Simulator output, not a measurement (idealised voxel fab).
Herein follows the process module entitled voxel wiring stack.
Cross-sectional view cut (width: 205 nm; square cell size: 5 nm).
This document writes a cross-section as a grid whose cells are square, and gives it as bands, listed from the top down; one or more rows of cells form a band.
The entry gives the band's vertical extent as a top height and a bottom height in nm, then its horizontal make-up as materials from left to right, each with a width in nm. "empty" stands for empty space; a single material marked "edge to edge" fills the band edge to edge.
A quick word on heights: they are counted from 0, and under that level the wafer as it came to us is one material throughout. The lowest band is different from the rest in having no bottom; it simply continues downward, written as in "0 and below".
The expression "30 to 40" gives the width at the extremes of the band, the first number at its top row of cells and the second at its bottom row, with the width changing by equal amounts from each row to the next in between.
Key: "nothing changed" - step with no changed cell in the cross-section.
Under "Voids, sealed" you'll find the enclosed gaps, the ones with no way out to the top, that are 8 cells or bigger; each reads width x height at distance, with distance counted from the left edge, everything in nm.
Formally, on a step line, whatever follows the settings is a remark that the simulator itself makes on the step.
The setting "overlay nm" may be written on the line of a step. When the step uses a mask, the value reports how far to the right of the planned place the mask lay, and a negative value reports that it lay to the left.
THE STEPS PLANNED FOR THE PROCESS ARE AS FOLLOWS
1: RECEIVE with material Si
2: CONFORMAL_DEP with material SiO2, thk nm 10
3: CONFORMAL_DEP with material SiCN, thk nm 5
4: DIRECTIONAL_DEP with material lowk, thk nm 25
5: DIRECTIONAL_DEP with material aC, thk nm 15
6: PATTERN with tone open, mask id METAL_1, material resist, width nm 20, pitch nm 45, thk nm 35, overlay nm 0
7: DIRECTIONAL_ETCH with etch materials aC, depth nm 15
8: STRIP with etch materials resist
9: DIRECTIONAL_ETCH with etch materials lowk, depth nm 25
10: DIRECTIONAL_ETCH with etch materials SiCN, depth nm 5
11: STRIP with etch materials aC
12: CONFORMAL_DEP with material TiN, thk nm 5
13: FILL_DEP with material Ru, thk nm 5
14: CMP with height nm 40
15: CONFORMAL_DEP with material SiCN, thk nm 5
16: DIRECTIONAL_DEP with material lowk, thk nm 15
17: DIRECTIONAL_DEP with material aC, thk nm 10
18: PATTERN with tone open, mask id PLUG_1, material resist, width nm 15, thk nm 25, overlay nm 0
19: DIRECTIONAL_ETCH with etch materials aC, depth nm 10
20: STRIP with etch materials resist
21: DIRECTIONAL_ETCH with etch materials lowk, depth nm 15
22: DIRECTIONAL_ETCH with etch materials SiCN, depth nm 5
23: STRIP with etch materials aC
24: CONFORMAL_DEP with material TiN, thk nm 5
25: FILL_DEP with material Ru, thk nm 10
26: CMP with height nm 60
27: DIRECTIONAL_DEP with material TiN, thk nm 5
28: DIRECTIONAL_DEP with material Ru, thk nm 20
29: DIRECTIONAL_DEP with material aC, thk nm 10
30: PATTERN with tone cover, mask id METAL_2, material resist, width nm 20, pitch nm 45, thk nm 25, overlay nm 0
31: DIRECTIONAL_ETCH with etch materials aC, depth nm 10
32: STRIP with etch materials resist
33: DIRECTIONAL_ETCH with etch materials Ru, depth nm 20
34: DIRECTIONAL_ETCH with etch materials TiN, depth nm 5
35: STRIP with etch materials aC
36: CONFORMAL_DEP with material SiCN, thk nm 5
37: FILL_DEP with material lowk, thk nm 5
38: CMP with height nm 85
39: CONFORMAL_DEP with material SiCN, thk nm 5
40: DIRECTIONAL_DEP with material lowk, thk nm 10
41: PATTERN with tone open, mask id PLUG_2, material resist, width nm 15, pitch nm 45, thk nm 15, overlay nm 0
42: DIRECTIONAL_ETCH with etch materials lowk, depth nm 10
43: DIRECTIONAL_ETCH with etch materials SiCN, depth nm 5
44: STRIP with etch materials resist
45: CONFORMAL_DEP with material TiN, thk nm 5
46: FILL_DEP with material Cu, thk nm 5
47: CMP with height nm 100
48: DIRECTIONAL_DEP with material TiN, thk nm 5
49: DIRECTIONAL_DEP with material Ru, thk nm 15
50: DIRECTIONAL_DEP with material aC, thk nm 15
51: PATTERN with tone cover, mask id METAL_3, material resist, width nm 20, pitch nm 45, thk nm 30, overlay nm 0
52: DIRECTIONAL_ETCH with etch materials aC, depth nm 15
53: STRIP with etch materials resist
54: DIRECTIONAL_ETCH with etch materials Ru, depth nm 15
55: DIRECTIONAL_ETCH with etch materials TiN, depth nm 5
56: STRIP with etch materials aC
57: FILL_DEP with material lowk, thk nm 5
58: CMP with height nm 120
59: CONFORMAL_DEP with material SiN, thk nm 5
RECEIVED-STATE CROSS-SECTION, REFLECTING COMPLETION OF STEP 1
* 0 and below  Si edge to edge
* Voids, sealed: none
END-OF-MODULE XS, FIRST OF TWO WAFERS, RUN AS PLANNED
* 125 down to 120  SiN edge to edge
* 120 down to 105  lowk: 70; Ru: 20; lowk: 25; Ru: 20; lowk: 70
* 105 down to 100  lowk: 70; TiN: 20; lowk: 25; TiN: 20; lowk: 70
* 100 down to 90  lowk: 70; TiN: 5; Cu: 5; TiN: 5; lowk: 30; TiN: 5; Cu: 5; TiN: 5; lowk: 75
* 90 down to 85  SiCN: 70; TiN: 15; SiCN: 30; TiN: 15; SiCN: 75
* 85 down to 65  lowk: 65; SiCN: 5; Ru: 20; SiCN: 5; lowk: 15; SiCN: 5; Ru: 20; SiCN: 5; lowk: 65
* 65 down to 60  SiCN: 70; TiN: 20; SiCN: 25; TiN: 20; SiCN: 70
* 60 down to 45  lowk: 70; TiN: 5; Ru: 5; TiN: 5; lowk: 120
* 45 down to 40  SiCN: 70; TiN: 15; SiCN: 120
* 40 down to 15  lowk: 70; TiN: 5; Ru: 10; TiN: 5; lowk: 25; TiN: 5; Ru: 10; TiN: 5; lowk: 70
* 15 down to 10  SiCN: 70; TiN: 20; SiCN: 25; TiN: 20; SiCN: 70
* 10 down to 0  SiO2 edge to edge
* 0 and below  Si edge to edge
* Voids, sealed: none
CROSS-SECTION AT END OF MODULE FOR THE SECOND WAFER OF TWO, WHICH MATCHED THE FIRST IN STARTING POINT AND PLAN AND DIFFERED BY ONE MISTAKE IN ITS PROCESSING
* 125 down to 120  SiN edge to edge
* 120 down to 105  lowk: 70; Ru: 20; lowk: 25; Ru: 20; lowk: 70
* 105 down to 100  lowk: 70; TiN: 20; lowk: 25; TiN: 20; lowk: 70
* 100 down to 90  lowk: 70; TiN: 5; Cu: 5; TiN: 5; lowk: 30; TiN: 5; Cu: 5; TiN: 5; lowk: 75
* 90 down to 85  SiCN: 70; TiN: 15; SiCN: 30; TiN: 15; SiCN: 75
* 85 down to 65  lowk: 65; SiCN: 5; Ru: 20; SiCN: 5; lowk: 15; SiCN: 5; Ru: 20; SiCN: 5; lowk: 65
* 65 down to 60  SiCN: 70; TiN: 20; SiCN: 25; TiN: 20; SiCN: 70
* 60 down to 45  lowk: 70; TiN: 5; Ru: 5; TiN: 5; lowk: 120
* 45 down to 40  SiCN: 70; TiN: 15; SiCN: 120
* 40 down to 15  lowk: 80; TiN: 5; Ru: 10; TiN: 5; lowk: 25; TiN: 5; Ru: 10; TiN: 5; lowk: 60
* 15 down to 10  SiCN: 80; TiN: 20; SiCN: 25; TiN: 20; SiCN: 60
* 10 down to 0  SiO2 edge to edge
* 0 and below  Si edge to edge
* Voids, sealed: none
Run error: rather than as planned, step 6 actually ran as PATTERN with tone open, mask id METAL_1, material resist, width nm 20, pitch nm 45, thk nm 35, overlay nm 10
Both wafers, final: cells per material equal; arrangement not.
